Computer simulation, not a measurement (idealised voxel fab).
The process module that follows is named voxel plated lines.
Displayed cross-section: cut, width of 260 nm, square cells sized 5 nm.
A cross-section is a grid of square cells, given in bands from the top down. A band is one or more rows of cells.
Quick guide to a band line: top height, bottom height (nm) up front; then every material left to right with its width in nm. Only one material and it's marked "edge to edge"? Then it fills the band edge to edge. And "empty" just means empty space.
The level at which height equals 0 is the one under which the wafer, as it arrives, is entirely one material. No lower edge exists for the bottom band, which continues downward and is notated as in "0 -> down".
The width entry "30->40" should be interpreted row by row: the top row of cells in the band takes the first number, the bottom row takes the second number, and the change between adjacent rows is uniform throughout.
When a step is marked "stayed the same", none of the cells in the cross-section changed during that step.
"Closed-off voids" specifies each empty space that is not open to the top and that occupies no fewer than 8 cells, using the form width x height at distance, the distance measured from the left edge and all three quantities in nm.
On each step's line, the part that comes after the settings is the simulator's own comment on the step.
You can add "overlay nm" to a step's line. For a step with a mask, it describes how far the mask lay to the right of its planned position, and a negative number describes a lay to the left.

**The planned process steps are enumerated hereunder**
- 1: RECEIVE | material Si
- 2: CONFORMAL_DEP | material SiO2 | thk nm 5
- 3: DIRECTIONAL_DEP | material TiN | thk nm 5
- 4: PATTERN | tone open | mask id LINES | material resist | width nm 20 | pitch nm 35 | thk nm 40 | overlay nm 0
- 5: EPI | material Ru | thk nm 10
- 6: EPI | material Ru | thk nm 5
- 7: EPI | material Ru | thk nm 10
- 8: STRIP | etch materials resist
- 9: DIRECTIONAL_ETCH | etch materials TiN | depth nm 5
- 10: CONFORMAL_DEP | material SiN | thk nm 10
Across this set of wafers, the varied parameter is the thk nm of step 2. Starting conditions are identical for every wafer, and the plan reports the value assigned to the first wafer.

**Sectional view: first of several wafers, as received, after step 1**
* 0 -> down | Si edge to edge
* Closed-off voids: none

**First of several wafers, sectioned at end of module (last step: step 10)**
* 45 -> 35 | empty=55 / SiN=145 / empty=60
* 35 -> 15 | empty=55 / SiN=10 / Ru=20 / SiN=15 / Ru=20 / SiN=15 / Ru=20 / SiN=15 / Ru=20 / SiN=10 / empty=60
* 15 -> 10 | SiN=65 / Ru=20 / SiN=15 / Ru=20 / SiN=15 / Ru=20 / SiN=15 / Ru=20 / SiN=70
* 10 -> 5 | SiN=65 / TiN=20 / SiN=15 / TiN=20 / SiN=15 / TiN=20 / SiN=15 / TiN=20 / SiN=70
* 5 -> 0 | SiO2 edge to edge
* 0 -> down | Si edge to edge
* Closed-off voids: none

**The final wafer, sectioned at module end**
* 70 -> 60 | empty=55 / SiN=145 / empty=60
* 60 -> 40 | empty=55 / SiN=10 / Ru=20 / SiN=15 / Ru=20 / SiN=15 / Ru=20 / SiN=15 / Ru=20 / SiN=10 / empty=60
* 40 -> 35 | SiN=65 / Ru=20 / SiN=15 / Ru=20 / SiN=15 / Ru=20 / SiN=15 / Ru=20 / SiN=70
* 35 -> 30 | SiN=65 / TiN=20 / SiN=15 / TiN=20 / SiN=15 / TiN=20 / SiN=15 / TiN=20 / SiN=70
* 30 -> 0 | SiO2 edge to edge
* 0 -> down | Si edge to edge
* Closed-off voids: none

**For your reference, the table is organized with a row per wafer; each row reflects the wafer at the end of the module, indicating for each material the cells gained (+) or lost (-) since receipt, and thereafter its closed voids**
thk nm 5; +80 Ru; +182 SiN; +52 SiO2; +16 TiN; Closed-off voids: none
thk nm 10; +80 Ru; +182 SiN; +104 SiO2; +16 TiN; Closed-off voids: none
thk nm 15; +80 Ru; +182 SiN; +156 SiO2; +16 TiN; Closed-off voids: none
thk nm 20; +80 Ru; +182 SiN; +208 SiO2; +16 TiN; Closed-off voids: none
thk nm 25; +80 Ru; +182 SiN; +260 SiO2; +16 TiN; Closed-off voids: none
thk nm 30; +80 Ru; +182 SiN; +312 SiO2; +16 TiN; Closed-off voids: none
